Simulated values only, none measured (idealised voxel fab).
process module | voxel wiring stack
cross-section cut | 225 nm wide | cells 5 nm
A cross-section is a grid of square cells, given in bands from the top down. A band is one or more rows of cells.
Each band's line starts with the height of the band's top and of its bottom, in nm. Then come its materials from left to right, each with its width in nm. One material with "throughout" fills the band from edge to edge. "air" is empty space.
Height 0 is the level under which the wafer as received is all one material. The lowest band goes on downwards, as in "0 down".
A width such as "30 to 40" changes by the same amount from each row of cells to the next, from the band's top row to its bottom row.
"no change" after a step means that no cell of the cross-section changed.
closed voids: empty space of 8 cells or more with no open way to the top, each as width x height at its distance from the left edge, in nm
after a step's settings: what the simulator itself notes on the step
overlay nm, on a step with a mask: how far to the right of its planned place the mask lay; to the left if negative
plan
1 op RECEIVE | material Si
2 op CONFORMAL_DEP | material SiO2 | thk nm 10
3 op CONFORMAL_DEP | material SiN | thk nm 5
4 op DIRECTIONAL_DEP | material SiO2 | thk nm 20
5 op DIRECTIONAL_DEP | material aC | thk nm 10
6 op PATTERN | tone open | mask id METAL_1 | material resist | width nm 30 | pitch nm 55 | thk nm 25 | overlay nm 0
7 op DIRECTIONAL_ETCH | etch materials aC | depth nm 10
8 op STRIP | etch materials resist
9 op DIRECTIONAL_ETCH | etch materials SiO2 | depth nm 20
10 op DIRECTIONAL_ETCH | etch materials SiN | depth nm 5
11 op STRIP | etch materials aC
12 op CONFORMAL_DEP | material TiN | thk nm 5
13 op FILL_DEP | material Cu | thk nm 5
14 op CMP | height nm 35
15 op CONFORMAL_DEP | material SiCN | thk nm 5
16 op DIRECTIONAL_DEP | material lowk | thk nm 10
17 op DIRECTIONAL_DEP | material aC | thk nm 10
18 op PATTERN | tone open | mask id PLUG_1 | material resist | width nm 15 | thk nm 30 | overlay nm 0
19 op DIRECTIONAL_ETCH | etch materials aC | depth nm 10
20 op STRIP | etch materials resist
21 op DIRECTIONAL_ETCH | etch materials lowk | depth nm 10
22 op DIRECTIONAL_ETCH | etch materials SiCN | depth nm 5
23 op STRIP | etch materials aC
24 op EPI | material Ru | thk nm 10
25 op EPI | material Ru | thk nm 5
26 op CONFORMAL_DEP | material SiN | thk nm 5
27 op DIRECTIONAL_DEP | material lowk | thk nm 15
28 op DIRECTIONAL_DEP | material aC | thk nm 15
29 op PATTERN | tone open | mask id METAL_2 | material resist | width nm 30 | pitch nm 55 | thk nm 30 | overlay nm 0
30 op DIRECTIONAL_ETCH | etch materials aC | depth nm 15
31 op STRIP | etch materials resist
32 op DIRECTIONAL_ETCH | etch materials lowk | depth nm 15
33 op DIRECTIONAL_ETCH | etch materials SiN | depth nm 5
34 op STRIP | etch materials aC
35 op CONFORMAL_DEP | material TiN | thk nm 5
36 op FILL_DEP | material Ru | thk nm 10
37 op CMP | height nm 70
38 op CONFORMAL_DEP | material SiCN | thk nm 5
39 op DIRECTIONAL_DEP | material SiO2 | thk nm 30
40 op PATTERN | tone open | mask id METAL_3_HOLES | material resist | width nm 15 | thk nm 20 | overlay nm 0
41 op DIRECTIONAL_ETCH | etch materials SiO2 | depth nm 30
42 op STRIP | etch materials resist
43 op MASKED_ETCH | tone open | mask id METAL_3 | width nm 30 | pitch nm 55 | etch materials SiO2 | depth nm 15 | overlay nm 0
44 op MASKED_ETCH | tone open | mask id METAL_3 | width nm 30 | pitch nm 55 | etch materials SiCN | depth nm 5 | overlay nm 0
45 op CONFORMAL_DEP | material TiN | thk nm 5
46 op FILL_DEP | material Ru | thk nm 10
47 op CMP | height nm 105
48 op CONFORMAL_DEP | material SiCN | thk nm 5
as received, after step 1
  0 down: Si throughout
  closed voids: none
a wafer at the end: this start, this plan, one mistake
  110 to 105: SiCN throughout
  105 to 95: SiO2 70 | TiN 5 | Ru 25 | TiN 5 | SiO2 20 | TiN 5 | Ru 25 | TiN 5 | SiO2 65
  95 to 90: SiO2 70 | TiN 5 | Ru 5 | TiN 25 | SiO2 20 | TiN 35 | SiO2 65
  90 to 75: SiO2 70 | TiN 5 | Ru 5 | TiN 5 | SiO2 140
  75 to 70: SiCN 70 | TiN 15 | SiCN 140
  70 to 55: lowk 70 | TiN 5 | Ru 20 | TiN 5 | lowk 25 | TiN 5 | Ru 20 | TiN 5 | lowk 70
  55 to 50: SiN 70 | TiN 30 | SiN 25 | TiN 30 | SiN 70
  50 to 40: lowk 70 | Ru 15 | lowk 140
  40 to 35: SiCN 70 | Ru 15 | SiCN 140
  35 to 15: SiO2 70 | TiN 5 | Cu 20 | TiN 5 | SiO2 25 | TiN 5 | Cu 20 | TiN 5 | SiO2 70
  15 to 10: SiN 70 | TiN 30 | SiN 25 | TiN 30 | SiN 70
  10 to 0: SiO2 throughout
  0 down: Si throughout
  closed voids: none
what went wrong: step 43 ran as: op MASKED_ETCH | tone open | mask id METAL_3 | width nm 35 | pitch nm 55 | etch materials SiO2 | depth nm 15 | overlay nm 0
